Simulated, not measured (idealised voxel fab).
Process module name: voxel trench capacitor
This is section cut - it's 245 nm across, gridded in 5 nm square cells.
Reading order for cross-sections: top band down to bottom band. Underlying form: a grid of square cells. Band size: one or more rows of cells.
Heights first: top, then bottom, in nm. Then materials, left to right, each with a width in nm. "everywhere" on a single material: fills the band edge to edge. "blank": empty space.
Heights are measured from 0, the level below which the as-received wafer is all one material; the lowest band has no bottom and continues downward, written as in "0 and below".
Width "30 to 40": first value at the band's top row of cells, second value at its bottom row, equal change from row to row.
"left unchanged" (step): cross-section cells unchanged, all of them.
You'll see "Enclosed internal voids" listing empty spaces that have no way open to the top, as long as they're 8 cells or more; the notation is width x height at distance, where the distance is from the left edge, and all of it is in nm.
Note: text after step settings on the step line = simulator remark on that step.
"overlay nm", when on a step's line for a step with a mask, measures how far to the right of its planned place the mask lay; a negative measure means to the left.
Process steps (planned):
step 1: op RECEIVE | material Si
step 2: op CONFORMAL_DEP | material SiN | thk nm 5
step 3: op PATTERN | tone open | mask id TRENCH | material resist | width nm 25 | pitch nm 50 | thk nm 15 | overlay nm 0
step 4: op DIRECTIONAL_ETCH | etch materials SiN | depth nm 5
step 5: op DIRECTIONAL_ETCH | etch materials Si | depth nm 40
step 6: op STRIP | etch materials resist
step 7: op CONFORMAL_DEP | material Al2O3 | thk nm 5
step 8: op CONFORMAL_DEP | material TiN | thk nm 5
step 9: op FILL_DEP | material W | thk nm 10
step 10: op CMP | height nm 5
Heads up: all these wafers start the same, and what changes between them is the thk nm in step 7. The value you see in the plan is just what the first wafer got.
Cross-section of the first of several wafers as received (after step 1):
0 and below | Si everywhere
Enclosed internal voids: none
Module end state after final step 10: cross-section of the first of several wafers:
5 down to 0 | SiN 85; Al2O3 5; TiN 5; W 5; TiN 5; Al2O3 5; SiN 25; Al2O3 5; TiN 5; W 5; TiN 5; Al2O3 5; SiN 85
0 down to -30 | Si 85; Al2O3 5; TiN 5; W 5; TiN 5; Al2O3 5; Si 25; Al2O3 5; TiN 5; W 5; TiN 5; Al2O3 5; Si 85
-30 down to -35 | Si 85; Al2O3 5; TiN 15; Al2O3 5; Si 25; Al2O3 5; TiN 15; Al2O3 5; Si 85
-35 down to -40 | Si 85; Al2O3 25; Si 25; Al2O3 25; Si 85
-40 and below | Si everywhere
Enclosed internal voids: none
Last wafer, end of module, cross-section:
5 down to 0 | SiN 85; Al2O3 25; SiN 25; Al2O3 25; SiN 85
0 down to -40 | Si 85; Al2O3 25; Si 25; Al2O3 25; Si 85
-40 and below | Si everywhere
Enclosed internal voids: none
Table: wafers, a row each; end-of-module cell change per material since receipt, gain (+), loss (-); then closed voids:
thk nm 5, +42 Al2O3, -80 Si, +39 SiN, +34 TiN, +14 W, Enclosed internal voids: none
thk nm 10, +76 Al2O3, -80 Si, +39 SiN, +14 TiN, Enclosed internal voids: none
thk nm 15, +90 Al2O3, -80 Si, +39 SiN, Enclosed internal voids: none
thk nm 20, +90 Al2O3, -80 Si, +39 SiN, Enclosed internal voids: none
